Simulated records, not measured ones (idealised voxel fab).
Process module under the name voxel transistor to metal
The cross-section shown here is cut; it is 185 nm wide and divided into square cells measuring 5 nm on a side.
The cross-sections in this document take the form of a grid made of square cells. They are written out as bands, in order from top to bottom. Each band consists of one or more rows of cells. The entry gives the band's vertical extent as a top height and a bottom height in nm, then its horizontal make-up as materials from left to right, each with a width in nm. "empty" stands for empty space; a single material marked "full width" fills the band edge to edge. Height is counted from the level 0, under which the received wafer is composed throughout of one material. The lowest of the bands is not closed at the bottom but continues downward, in the notation "0 and below". A two-number width, for instance "30 to 40", indicates that the width is equal to the first number in the top row of the band and to the second number in the bottom row, and that it changes by a constant amount per row of cells. Where the words "remained the same" appear for a step, the cross-section shows no cell changed by that step; every cell remained as before. The list in "Fully sealed cavities" covers empty spaces of 8 cells or more that cannot reach the top through any open way, and it gives each as width x height at distance; the distance is from the left edge, and width, height and distance are in nm. Past the settings on a step's line: simulator remark, on that step. For masked steps, "overlay nm" on the step line gives how far right of plan the mask actually lay; a minus sign means it lay to the left.
The process steps that were planned are listed below
1 op RECEIVE | material Si
2 op CONFORMAL_DEP | material SiO2 | thk nm 5
3 op CONFORMAL_DEP | material SiN | thk nm 10
4 op PATTERN | tone cover | mask id ACTIVE | material resist | width nm 85 | thk nm 20 | overlay nm 0
5 op DIRECTIONAL_ETCH | etch materials SiN | depth nm 10
6 op DIRECTIONAL_ETCH | etch materials SiO2 | depth nm 5
7 op DIRECTIONAL_ETCH | etch materials Si | depth nm 20
8 op STRIP | etch materials resist
9 op OXIDIZE | depth nm 5
10 op FILL_DEP | material SiO2 | thk nm 15
11 op CMP | height nm 15
12 op SELECTIVE_ETCH | etch materials SiO2 | depth nm 5
13 op STRIP | etch materials SiN
14 op SELECTIVE_ETCH | etch materials SiO2 | depth nm 5
15 op OXIDIZE | depth nm 5
16 op DIRECTIONAL_DEP | material polySi | thk nm 25
17 op DIRECTIONAL_DEP | material SiCN | thk nm 15
18 op DIRECTIONAL_DEP | material aC | thk nm 10
19 op PATTERN | tone cover | mask id GATE | material resist | width nm 15 | thk nm 25 | overlay nm 0
20 op DIRECTIONAL_ETCH | etch materials aC | depth nm 10
21 op STRIP | etch materials resist
22 op DIRECTIONAL_ETCH | etch materials SiCN | depth nm 25
23 op DIRECTIONAL_ETCH | etch materials polySi | depth nm 35
24 op STRIP | etch materials aC
25 op CONFORMAL_DEP | material SiN | thk nm 10
26 op DIRECTIONAL_ETCH | etch materials SiN | depth nm 10
27 op DIRECTIONAL_ETCH | etch materials SiO2 | depth nm 5
28 op EPI | material SiGe | thk nm 5
29 op FILL_DEP | material SiO2 | thk nm 10
30 op CMP | height nm 40
31 op DIRECTIONAL_DEP | material SiO2 | thk nm 15
32 op MASKED_ETCH | tone open | mask id CONTACT | width nm 15 | pitch nm 60 | etch materials SiO2 | depth nm 55 | overlay nm 0
33 op CONFORMAL_DEP | material TiN | thk nm 5
34 op FILL_DEP | material W | thk nm 5
35 op CMP | height nm 55
36 op CONFORMAL_DEP | material SiCN | thk nm 5
37 op DIRECTIONAL_DEP | material SiO2 | thk nm 20
38 op PATTERN | tone open | mask id METAL_1 | material resist | width nm 15 | pitch nm 60 | thk nm 15 | overlay nm 0
39 op DIRECTIONAL_ETCH | etch materials SiO2 | depth nm 20
40 op DIRECTIONAL_ETCH | etch materials SiCN | depth nm 5
41 op STRIP | etch materials resist
42 op CONFORMAL_DEP | material TiN | thk nm 5
43 op FILL_DEP | material Cu | thk nm 5
44 op CMP | height nm 80
45 op CONFORMAL_DEP | material SiN | thk nm 5
Wafer cross-section on receipt, i.e. after step 1
    0 and below = Si full width
    Fully sealed cavities: none
A wafer at the end: this start, this plan, one mistake
    85 down to 80 = SiN full width
    80 down to 60 = 55 nm SiO2  5 nm TiN  5 nm Cu  5 nm TiN  45 nm SiO2  5 nm TiN  5 nm Cu  5 nm TiN  55 nm SiO2
    60 down to 55 = 55 nm SiCN  15 nm TiN  45 nm SiCN  15 nm TiN  55 nm SiCN
    55 down to 40 = 55 nm SiO2  5 nm TiN  5 nm W  5 nm TiN  45 nm SiO2  5 nm TiN  5 nm W  5 nm TiN  55 nm SiO2
    40 down to 25 = 55 nm SiO2  5 nm TiN  5 nm W  5 nm TiN  15 nm SiN  15 nm SiCN  15 nm SiN  5 nm TiN  5 nm W  5 nm TiN  55 nm SiO2
    25 down to 15 = 55 nm SiO2  5 nm TiN  5 nm W  5 nm TiN  15 nm SiN  15 nm polySi  15 nm SiN  5 nm TiN  5 nm W  5 nm TiN  55 nm SiO2
    15 down to 10 = 55 nm SiO2  15 nm TiN  15 nm SiN  15 nm polySi  15 nm SiN  15 nm TiN  55 nm SiO2
    10 down to 5 = 60 nm SiN  10 nm TiN  15 nm SiN  15 nm polySi  15 nm SiN  10 nm TiN  60 nm SiN
    5 down to 0 = 45 nm SiO2  40 nm SiN  15 nm polySi  40 nm SiN  45 nm SiO2
    0 down to -5 = SiO2 full width
    -5 down to -25 = 55 nm SiO2  75 nm Si  55 nm SiO2
    -25 and below = Si full width
    Fully sealed cavities: none
Which mistake was made when the wafer was run? step 25 off recipe, ran as op CONFORMAL_DEP | material SiN | thk nm 15
